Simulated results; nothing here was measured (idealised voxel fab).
Process module in this document: voxel self aligned contacts
Each square cell in cross-section cut measures 5 nm, and the section as a whole is 250 nm wide.
Cross-section, as written here: a square-cell grid given band by band from the top down, where a band holds one or more rows of cells. Quick guide to a band line: top height, bottom height (nm) up front; then every material left to right with its width in nm. Only one material and it's marked "throughout"? Then it fills the band edge to edge. And "blank" just means empty space. Heights are measured from 0, the level below which the as-received wafer is all one material; the lowest band has no bottom and continues downward, written as in "from 0 down". A two-number width, for instance "30..40", indicates that the width is equal to the first number in the top row of the band and to the second number in the bottom row, and that it changes by a constant amount per row of cells. It should be understood that the words "stayed the same", when stated for a given step, signify that the cross-section underwent no change in any of its cells during that step. Voids, fully enclosed: empty space of 8 cells or more with no open way to the top, each as width x height at its distance from the left edge, in nm. Heads up: the bit after the settings on a step's line is the simulator's remark on that step. "overlay nm" denotes, for a step that has a mask, the displacement of the mask to the right of its planned place, with negative values corresponding to the left.
## Here's what the planned process steps look like
1,RECEIVE: material Si
2,OXIDIZE: depth nm 5
3,DIRECTIONAL_DEP: material polySi, thk nm 20
4,DIRECTIONAL_DEP: material SiN, thk nm 20
5,MASKED_ETCH: tone cover, mask id GATE, width nm 35, pitch nm 60, etch materials SiN, depth nm 20, overlay nm 0
6,MASKED_ETCH: tone cover, mask id GATE, width nm 35, pitch nm 60, etch materials polySi, depth nm 20, overlay nm 0
7,CONFORMAL_DEP: material SiN, thk nm 5
8,DIRECTIONAL_ETCH: etch materials SiN, depth nm 5
9,FILL_DEP: material SiO2, thk nm 20
10,CMP: height nm 50
11,PATTERN: tone open, mask id CONTACT, material resist, width nm 45, thk nm 15, overlay nm 0
12,DIRECTIONAL_ETCH: etch materials SiO2, depth nm 55
13,STRIP: etch materials resist
14,CONFORMAL_DEP: material TiN, thk nm 5
15,FILL_DEP: material Ru, thk nm 5
16,CMP: height nm 50
17,CONFORMAL_DEP: material SiN, thk nm 5
## Wafer at receipt (post step 1), cross-section
from 0 down  Si throughout
Voids, fully enclosed: none
## First of two wafers: cross-section at end of module, run per plan
from 55 to 50  SiN throughout
from 50 to 40  100 nm SiO2  5..20 nm TiN  35..5 nm Ru  5..20 nm TiN  105 nm SiO2
from 40 to 20  70 nm SiO2  45 nm SiN  5 nm TiN  5 nm Ru  5 nm TiN  45 nm SiN  75 nm SiO2
from 20 to 0  70 nm SiO2  5 nm SiN  35 nm polySi  5 nm SiN  5 nm TiN  5 nm Ru  5 nm TiN  5 nm SiN  35 nm polySi  5 nm SiN  75 nm SiO2
from 0 to -5  115 nm SiO2  15 nm TiN  120 nm SiO2
from -5 down  Si throughout
Voids, fully enclosed: none
## Same start, same plan as the first wafer - but one mistake in the run. Cross-section of the second of the two at the end of the module
from 55 to 50  SiN throughout
from 50 to 40  95 nm SiO2  5..25 nm TiN  45..5 nm Ru  5..25 nm TiN  100 nm SiO2
from 40 to 20  70 nm SiO2  45 nm SiN  5 nm TiN  5 nm Ru  5 nm TiN  45 nm SiN  75 nm SiO2
from 20 to 0  70 nm SiO2  5 nm SiN  35 nm polySi  5 nm SiN  5 nm TiN  5 nm Ru  5 nm TiN  5 nm SiN  35 nm polySi  5 nm SiN  75 nm SiO2
from 0 to -5  115 nm SiO2  15 nm TiN  120 nm SiO2
from -5 down  Si throughout
Voids, fully enclosed: none
what went wrong: step 11 was run on a setting that differed from the plan, and what really ran there is PATTERN: tone open, mask id CONTACT, material resist, width nm 55, thk nm 15, overlay nm 0
Final cells, second wafer relative to first, materials higher or lower: Ru: 2 more | SiO2: 4 fewer | TiN: 2 more
